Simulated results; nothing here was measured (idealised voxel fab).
A process module follows: voxel self aligned contacts.
In the cross-section labelled cut, the width is 270 nm and each square cell is 5 nm.
A cross-section is a grid of square cells, given in bands from the top down. A band is one or more rows of cells.
Quick guide to a band line: top height, bottom height (nm) up front; then every material left to right with its width in nm. Only one material and it's marked "edge to edge"? Then it fills the band edge to edge. And "air" just means empty space.
Heights from 0 (as-received wafer is one material below). Bottom band endless downward, as "from 0 down".
The width entry "30->40" should be interpreted row by row: the top row of cells in the band takes the first number, the bottom row takes the second number, and the change between adjacent rows is uniform throughout.
For the purposes of this document, the phrase "no change" attached to a step denotes that no cell within the cross-section was modified by that step.
"Closed cavity list": sealed empty spaces, 8 cells or more, no open way to top, listed width x height at distance, with distance from the left edge and width, height and distance in nm.
Whatever follows a step's settings on its line is a remark the simulator itself makes about that step.
On any step carrying a mask, the "overlay nm" setting, if present on the step's line, tells how far right of its planned place the mask lay; negative values point to the left.

# The process steps that were planned are listed below
1 RECEIVE (material Si)
2 OXIDIZE (depth nm 5)
3 DIRECTIONAL_DEP (material polySi; thk nm 30)
4 DIRECTIONAL_DEP (material SiN; thk nm 20)
5 DIRECTIONAL_DEP (material aC; thk nm 15)
6 PATTERN (tone cover; mask id GATE; material resist; width nm 25; pitch nm 55; thk nm 30; overlay nm 0)
7 DIRECTIONAL_ETCH (etch materials aC; depth nm 15)
8 STRIP (etch materials resist)
9 DIRECTIONAL_ETCH (etch materials SiN; depth nm 10)
10 DIRECTIONAL_ETCH (etch materials polySi; depth nm 30)
11 STRIP (etch materials aC)
12 CONFORMAL_DEP (material SiN; thk nm 5)
13 DIRECTIONAL_ETCH (etch materials SiN; depth nm 5)
14 FILL_DEP (material SiO2; thk nm 15)
15 CMP (height nm 60)
16 MASKED_ETCH (tone open; mask id CONTACT; width nm 40; etch materials SiO2; depth nm 65; overlay nm 0)
17 CONFORMAL_DEP (material TiN; thk nm 5)
18 FILL_DEP (material W; thk nm 5)
19 CMP (height nm 60)
20 CONFORMAL_DEP (material SiCN; thk nm 5)
Heads up: all these wafers start the same, and what changes between them is the depth nm in step 9. The value you see in the plan is just what the first wafer got.

# After step 1, as received: first of several wafers, cross-section
- from 0 down = Si edge to edge
- Closed cavity list: none

# Module end state after final step 20: cross-section of the first of several wafers
- from 65 to 60 = SiCN edge to edge
- from 60 to 50 = 115 SiO2 / 5->15 TiN / 30->10 W / 5->15 TiN / 115 SiO2
- from 50 to 45 = 90 SiO2 / 35 SiN / 5 TiN / 10 W / 5 TiN / 35 SiN / 90 SiO2
- from 45 to 40 = 90 SiO2 / 35 SiN / 20 TiN / 35 SiN / 90 SiO2
- from 40 to 30 = SiN edge to edge
- from 30 to 0 = polySi edge to edge
- from 0 to -5 = SiO2 edge to edge
- from -5 down = Si edge to edge
- Closed cavity list: none

# Cross-sectional depiction of the last of several wafers upon completion of the module
- from 65 to 60 = SiCN edge to edge
- from 60 to 50 = 115 SiO2 / 5->15 TiN / 30->10 W / 5->15 TiN / 115 SiO2
- from 50 to 30 = 90 SiO2 / 35 SiN / 5 TiN / 10 W / 5 TiN / 35 SiN / 90 SiO2
- from 30 to 0 = 90 SiO2 / 5 SiN / 25 polySi / 5 SiN / 5 TiN / 10 W / 5 TiN / 5 SiN / 25 polySi / 5 SiN / 90 SiO2
- from 0 to -5 = 125 SiO2 / 20 TiN / 125 SiO2
- from -5 down = Si edge to edge
- Closed cavity list: none

# For your reference, the table is organized with a row per wafer; each row reflects the wafer at the end of the module, indicating for each material the cells gained (+) or lost (-) since receipt, and thereafter its closed voids
depth nm 10, -54 Si, +54 SiCN, +136 SiN, +218 SiO2, +14 TiN, +10 W, +324 polySi, Closed cavity list: none
depth nm 15, -54 Si, +54 SiCN, +96 SiN, +254 SiO2, +16 TiN, +12 W, +324 polySi, Closed cavity list: none
depth nm 20, -54 Si, +54 SiCN, +80 SiN, +502 SiO2, +32 TiN, +28 W, +60 polySi, Closed cavity list: none
depth nm 25, -54 Si, +54 SiCN, +80 SiN, +502 SiO2, +32 TiN, +28 W, +60 polySi, Closed cavity list: none
depth nm 30, -54 Si, +54 SiCN, +80 SiN, +502 SiO2, +32 TiN, +28 W, +60 polySi, Closed cavity list: none
depth nm 35, -54 Si, +54 SiCN, +80 SiN, +502 SiO2, +32 TiN, +28 W, +60 polySi, Closed cavity list: none
